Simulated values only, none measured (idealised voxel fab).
You're looking at the process module voxel air gaps.
It is cross-section cut that appears here, measuring 185 nm in width, its square cells being 5 nm in size.
A cross-section in this document is a grid of square cells, and it is written down as bands, the top band listed before the ones below it; a band is made up of one or more rows of cells.
The entry gives the band's vertical extent as a top height and a bottom height in nm, then its horizontal make-up as materials from left to right, each with a width in nm. "air" stands for empty space; a single material marked "all across" fills the band edge to edge.
Height reference: 0 = level under which incoming wafer is all one material. Lowest band: no bottom, runs on downward, e.g. "from 0 down".
The expression "30 to 40" gives the width at the extremes of the band, the first number at its top row of cells and the second at its bottom row, with the width changing by equal amounts from each row to the next in between.
The cross-section has no changed cell in any step marked "remains unaltered".
Any empty space of 8 cells or more lacking an open way to the top shows up in "Enclosed void list" as width x height at distance, distance from the left edge, in nm.
That trailing text on a step's line, after the settings, is the simulator's own remark on the step.
overlay nm: mask offset rightward from planned place, masked step; negative means leftward offset.

[plan]
1,RECEIVE with material Si
2,CONFORMAL_DEP with material SiO2, thk nm 15
3,CONFORMAL_DEP with material SiN, thk nm 5
4,DIRECTIONAL_DEP with material SiO2, thk nm 40
5,PATTERN with tone open, mask id LINES, material resist, width nm 25, pitch nm 50, thk nm 15, overlay nm 0
6,DIRECTIONAL_ETCH with etch materials SiO2, depth nm 40
7,STRIP with etch materials resist
8,CONFORMAL_DEP with material TiN, thk nm 5
9,FILL_DEP with material W, thk nm 10
10,CMP with height nm 60
11,EPI with material Ru, thk nm 10
12,SELECTIVE_ETCH with etch materials SiO2, depth nm 50
13,CONFORMAL_DEP with material SiCN, thk nm 5

[first wafer, as planned]

[Here's what the wafer looked like in cross-section when it arrived - that's after step 1]
  from 0 down: Si all across
  Enclosed void list: none

[Wafer xsec, post step 2]
  from 15 to 0: SiO2 all across
  Below a height of 0, the structure has not been altered.

[Wafer xsec, post step 3]
  from 20 to 15: SiN all across
  Below a height of 15, the structure has not been altered.

[Wafer xsec, post step 4]
  from 60 to 20: SiO2 all across
  Below a height of 20, the structure has not been altered.

[Wafer xsec, post step 5]
  from 75 to 60: resist (30); air (25); resist (25); air (25); resist (25); air (25); resist (30)
  Below a height of 60, the structure has not been altered.

[Wafer xsec, post step 6]
  from 75 to 60: resist (30); air (25); resist (25); air (25); resist (25); air (25); resist (30)
  from 60 to 20: SiO2 (30); air (25); SiO2 (25); air (25); SiO2 (25); air (25); SiO2 (30)
  Below a height of 20, the structure has not been altered.

[Wafer xsec, post step 7]
  from 60 to 20: SiO2 (30); air (25); SiO2 (25); air (25); SiO2 (25); air (25); SiO2 (30)
  Below a height of 20, the structure has not been altered.

[Wafer xsec, post step 8]
  from 65 to 60: TiN (35); air (15); TiN (35); air (15); TiN (35); air (15); TiN (35)
  from 60 to 25: SiO2 (30); TiN (5); air (15); TiN (5); SiO2 (25); TiN (5); air (15); TiN (5); SiO2 (25); TiN (5); air (15); TiN (5); SiO2 (30)
  from 25 to 20: SiO2 (30); TiN (25); SiO2 (25); TiN (25); SiO2 (25); TiN (25); SiO2 (30)
  Below a height of 20, the structure has not been altered.

[Wafer xsec, post step 9]
  from 75 to 65: W all across
  from 65 to 60: TiN (35); W (15); TiN (35); W (15); TiN (35); W (15); TiN (35)
  from 60 to 25: SiO2 (30); TiN (5); W (15); TiN (5); SiO2 (25); TiN (5); W (15); TiN (5); SiO2 (25); TiN (5); W (15); TiN (5); SiO2 (30)
  Below a height of 25, the structure has not been altered.

[Wafer xsec, post step 10]
  from 60 to 25: SiO2 (30); TiN (5); W (15); TiN (5); SiO2 (25); TiN (5); W (15); TiN (5); SiO2 (25); TiN (5); W (15); TiN (5); SiO2 (30)
  Below a height of 25, the structure has not been altered.

[Wafer xsec, post step 11]
  from 70 to 60: air (20); Ru (45); air (5); Ru (45); air (5); Ru (45); air (20)
  Below a height of 60, the structure has not been altered.

[Wafer xsec, post step 12]
  from 70 to 60: air (20); Ru (45); air (5); Ru (45); air (5); Ru (45); air (20)
  from 60 to 25: air (30); TiN (5); W (15); TiN (5); air (25); TiN (5); W (15); TiN (5); air (25); TiN (5); W (15); TiN (5); air (30)
  from 25 to 20: air (30); TiN (25); air (25); TiN (25); air (25); TiN (25); air (30)
  Below a height of 20, the structure has not been altered.

[Wafer xsec, post step 13]
  from 75 to 70: air (15); SiCN (155); air (15)
  from 70 to 60: air (15); SiCN (5); Ru (45); SiCN (5); Ru (45); SiCN (5); Ru (45); SiCN (5); air (15)
  from 60 to 55: air (15); SiCN (15); TiN (5); W (15); TiN (5); SiCN (25); TiN (5); W (15); TiN (5); SiCN (25); TiN (5); W (15); TiN (5); SiCN (15); air (15)
  from 55 to 25: air (25); SiCN (5); TiN (5); W (15); TiN (5); SiCN (5); air (15); SiCN (5); TiN (5); W (15); TiN (5); SiCN (5); air (15); SiCN (5); TiN (5); W (15); TiN (5); SiCN (5); air (25)
  from 25 to 20: SiCN (30); TiN (25); SiCN (25); TiN (25); SiCN (25); TiN (25); SiCN (30)
  Below a height of 20, the structure has not been altered.
  Enclosed void list: 15 x 30 at 60; 15 x 30 at 110

[second wafer: like start, like plan, one mistake. Through step 4 it matches the first wafer]

[Cross-section of the second wafer at the time by which step 5 should have been completed according to the plan]
  from 75 to 60: air (30); resist (25); air (25); resist (25); air (25); resist (25); air (30)
  Below a height of 60, the structure has not been altered.

[Cross-section of the second wafer at the time by which step 6 should have been completed according to the plan]
  from 75 to 60: air (30); resist (25); air (25); resist (25); air (25); resist (25); air (30)
  from 60 to 20: air (30); SiO2 (25); air (25); SiO2 (25); air (25); SiO2 (25); air (30)
  Below a height of 20, the structure has not been altered.

[Cross-section of the second wafer at the time by which step 7 should have been completed according to the plan]
  from 60 to 20: air (30); SiO2 (25); air (25); SiO2 (25); air (25); SiO2 (25); air (30)
  Below a height of 20, the structure has not been altered.

[Cross-section of the second wafer at the time by which step 8 should have been completed according to the plan]
  from 65 to 60: air (25); TiN (35); air (15); TiN (35); air (15); TiN (35); air (25)
  from 60 to 25: air (25); TiN (5); SiO2 (25); TiN (5); air (15); TiN (5); SiO2 (25); TiN (5); air (15); TiN (5); SiO2 (25); TiN (5); air (25)
  from 25 to 20: TiN (30); SiO2 (25); TiN (25); SiO2 (25); TiN (25); SiO2 (25); TiN (30)
  Below a height of 20, the structure has not been altered.

[Cross-section of the second wafer at the time by which step 9 should have been completed according to the plan]
  from 75 to 65: W all across
  from 65 to 60: W (25); TiN (35); W (15); TiN (35); W (15); TiN (35); W (25)
  from 60 to 25: W (25); TiN (5); SiO2 (25); TiN (5); W (15); TiN (5); SiO2 (25); TiN (5); W (15); TiN (5); SiO2 (25); TiN (5); W (25)
  Below a height of 25, the structure has not been altered.

[Cross-section of the second wafer at the time by which step 10 should have been completed according to the plan]
  from 60 to 25: W (25); TiN (5); SiO2 (25); TiN (5); W (15); TiN (5); SiO2 (25); TiN (5); W (15); TiN (5); SiO2 (25); TiN (5); W (25)
  Below a height of 25, the structure has not been altered.

[Cross-section of the second wafer at the time by which step 11 should have been completed according to the plan]
  from 70 to 60: Ru (40); air (5); Ru (45); air (5); Ru (45); air (5); Ru (40)
  Below a height of 60, the structure has not been altered.

[Cross-section of the second wafer at the time by which step 12 should have been completed according to the plan]
  from 70 to 60: Ru (40); air (5); Ru (45); air (5); Ru (45); air (5); Ru (40)
  from 60 to 25: W (25); TiN (5); air (25); TiN (5); W (15); TiN (5); air (25); TiN (5); W (15); TiN (5); air (25); TiN (5); W (25)
  from 25 to 20: TiN (30); air (25); TiN (25); air (25); TiN (25); air (25); TiN (30)
  Below a height of 20, the structure has not been altered.

[Cross-section of the second wafer at the time by which step 13 should have been completed according to the plan]
  from 75 to 70: SiCN all across
  from 70 to 60: Ru (40); SiCN (5); Ru (45); SiCN (5); Ru (45); SiCN (5); Ru (40)
  from 60 to 55: W (25); TiN (5); SiCN (25); TiN (5); W (15); TiN (5); SiCN (25); TiN (5); W (15); TiN (5); SiCN (25); TiN (5); W (25)
  from 55 to 25: W (25); TiN (5); SiCN (5); air (15); SiCN (5); TiN (5); W (15); TiN (5); SiCN (5); air (15); SiCN (5); TiN (5); W (15); TiN (5); SiCN (5); air (15); SiCN (5); TiN (5); W (25)
  from 25 to 20: TiN (30); SiCN (25); TiN (25); SiCN (25); TiN (25); SiCN (25); TiN (30)
  Below a height of 20, the structure has not been altered.
  Enclosed void list: 15 x 30 at 35; 15 x 30 at 85; 15 x 30 at 135
Misprocessing identified: step 5 deviated from plan and actually ran as PATTERN with tone cover, mask id LINES, material resist, width nm 25, pitch nm 50, thk nm 15, overlay nm 0
Count the cells at the end and the second wafer has more or fewer of some materials than the first: 14 more of Ru | 4 fewer of SiCN | 7 more of TiN | 49 more of W
End state: 2 closed voids on the first wafer, 3 on the second.
